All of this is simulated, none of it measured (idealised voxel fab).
process module | voxel ribs on slabs
cross-section cut | 290 nm wide | cells 5 nm
A cross-section is a grid of square cells, given in bands from the top down. A band is one or more rows of cells.
Each band's line starts with the height of the band's top and of its bottom, in nm. Then come its materials from left to right, each with its width in nm. One material with "throughout" fills the band from edge to edge. "air" is empty space.
Height 0 is the level under which the wafer as received is all one material. The lowest band goes on downwards, as in "0 down".
A width such as "30 to 40" changes by the same amount from each row of cells to the next, from the band's top row to its bottom row.
"no change" after a step means that no cell of the cross-section changed.
closed voids: empty space of 8 cells or more with no open way to the top, each as width x height at its distance from the left edge, in nm
after a step's settings: what the simulator itself notes on the step
overlay nm, on a step with a mask: how far to the right of its planned place the mask lay; to the left if negative
plan
1 op RECEIVE | material Si
2 op DIRECTIONAL_DEP | material SiO2 | thk nm 20
3 op DIRECTIONAL_DEP | material polySi | thk nm 15
4 op MASKED_ETCH | tone cover | mask id RIB | width nm 25 | etch materials polySi | depth nm 5 | overlay nm 0
5 op DIRECTIONAL_DEP | material aC | thk nm 5
6 op PATTERN | tone cover | mask id SLAB | material resist | width nm 75 | thk nm 25 | overlay nm 0
7 op DIRECTIONAL_ETCH | etch materials aC | depth nm 10
8 op STRIP | etch materials resist
9 op DIRECTIONAL_ETCH | etch materials polySi | depth nm 10
10 op STRIP | etch materials aC
11 op FILL_DEP | material SiO2 | thk nm 20
12 op CMP | height nm 45
13 op DIRECTIONAL_DEP | material TiN | thk nm 5
14 op DIRECTIONAL_DEP | material aC | thk nm 15
15 op PATTERN | tone cover | mask id HEATER | material resist | width nm 35 | thk nm 35 | overlay nm 0
16 op DIRECTIONAL_ETCH | etch materials aC | depth nm 15
17 op STRIP | etch materials resist
18 op DIRECTIONAL_ETCH | etch materials TiN | depth nm 5
19 op STRIP | etch materials aC
20 op CONFORMAL_DEP | material SiO2 | thk nm 5
varied across the wafers: thk nm of step 5. The plan shows the first wafer's value. All wafers start alike
first wafer as received, after step 1
  0 down: Si throughout
  closed voids: none
each wafer at the end: cells of each material gained (+) or lost (-) since it was received, then its closed voids
thk nm 5 | +547 SiO2 | +7 TiN | +35 polySi | closed voids: none
thk nm 10 | +547 SiO2 | +7 TiN | +35 polySi | closed voids: none
thk nm 15 | +461 SiO2 | +7 TiN | +121 polySi | closed voids: none
thk nm 20 | +461 SiO2 | +7 TiN | +121 polySi | closed voids: none
thk nm 25 | +461 SiO2 | +7 TiN | +121 polySi | closed voids: none
